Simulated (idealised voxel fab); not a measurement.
Module name: voxel self aligned vias (process module)
This is section cut - it's 190 nm across, gridded in 5 nm square cells.
Square cells in a grid make up a cross-section in this document, and the grid is given as bands, listed from the top down, each one or more rows of cells.
Basically the band line says how high the top is and how high the bottom is, in nm, and then what's in it from left to right, every material with its width in nm. Empty space shows up as "blank", and if a single material carries "throughout" it runs the full band edge to edge.
Beneath 0, the wafer as received is one material, and that level is where height counting begins. The lowest band goes on downward without a bottom; it is written like "0 -> down".
Graded width ("30..40"): value in top row of band = first number; value in bottom row = second number; row-to-row change constant.
The cross-section has no changed cell in any step marked "left unchanged".
"Sealed void list": empty spaces of 8 cells or more with no open way to the top, each given as width x height at distance, distance from the left edge, all in nm.
What comes after the settings on a step's line is commentary from the simulator itself on that step.
What "overlay nm" on a step's line means: if the step has a mask, that mask lay this far to the right of its planned place, or, when the value is negative, to the left.

Process steps (planned):
| 1 | RECEIVE [material Si] |
| 2 | CONFORMAL_DEP [material SiO2] [thk nm 5] |
| 3 | CONFORMAL_DEP [material SiCN] [thk nm 5] |
| 4 | DIRECTIONAL_DEP [material SiO2] [thk nm 30] |
| 5 | PATTERN [tone open] [mask id LINES] [material resist] [width nm 20] [pitch nm 60] [thk nm 20] [overlay nm 0] |
| 6 | DIRECTIONAL_ETCH [etch materials SiO2] [depth nm 30] |
| 7 | STRIP [etch materials resist] |
| 8 | CONFORMAL_DEP [material TiN] [thk nm 5] |
| 9 | FILL_DEP [material Ru] [thk nm 10] |
| 10 | CMP [height nm 50] |
| 11 | SELECTIVE_ETCH [etch materials W Ru TiN] [depth nm 5] |
| 12 | FILL_DEP [material SiN] [thk nm 10] |
| 13 | CMP [height nm 50] |
| 14 | DIRECTIONAL_DEP [material SiO2] [thk nm 15] |
| 15 | PATTERN [tone open] [mask id VIAS] [material resist] [width nm 40] [thk nm 15] [overlay nm 0] |
| 16 | DIRECTIONAL_ETCH [etch materials SiO2] [depth nm 15] |
| 17 | DIRECTIONAL_ETCH [etch materials SiN] [depth nm 5] |
| 18 | STRIP [etch materials resist] |
| 19 | CONFORMAL_DEP [material TiN] [thk nm 5] |
| 20 | FILL_DEP [material Ru] [thk nm 5] |
| 21 | CMP [height nm 65] |
| 22 | CONFORMAL_DEP [material SiN] [thk nm 5] |
Across this set of wafers, the varied parameter is the thk nm of step 2. Starting conditions are identical for every wafer, and the plan reports the value assigned to the first wafer.

The first of several wafers as received, shown in cross-section; this is its state after step 1:
0 -> down | Si throughout
Sealed void list: none

Row per wafer, end-of-module: cell gain (+)/loss (-) by material since the wafer came in, then closed voids:
thk nm 5, +42 Ru, +38 SiCN, +68 SiN, +308 SiO2, +76 TiN, Sealed void list: none
thk nm 10, +38 Ru, +38 SiCN, +68 SiN, +346 SiO2, +42 TiN, Sealed void list: none
thk nm 15, +30 Ru, +38 SiCN, +42 SiN, +384 SiO2, +38 TiN, Sealed void list: none
thk nm 20, +26 Ru, +38 SiCN, +42 SiN, +392 SiO2, +34 TiN, Sealed void list: none
thk nm 25, +22 Ru, +38 SiCN, +42 SiN, +400 SiO2, +30 TiN, Sealed void list: none
thk nm 30, +18 Ru, +38 SiCN, +42 SiN, +408 SiO2, +26 TiN, Sealed void list: none
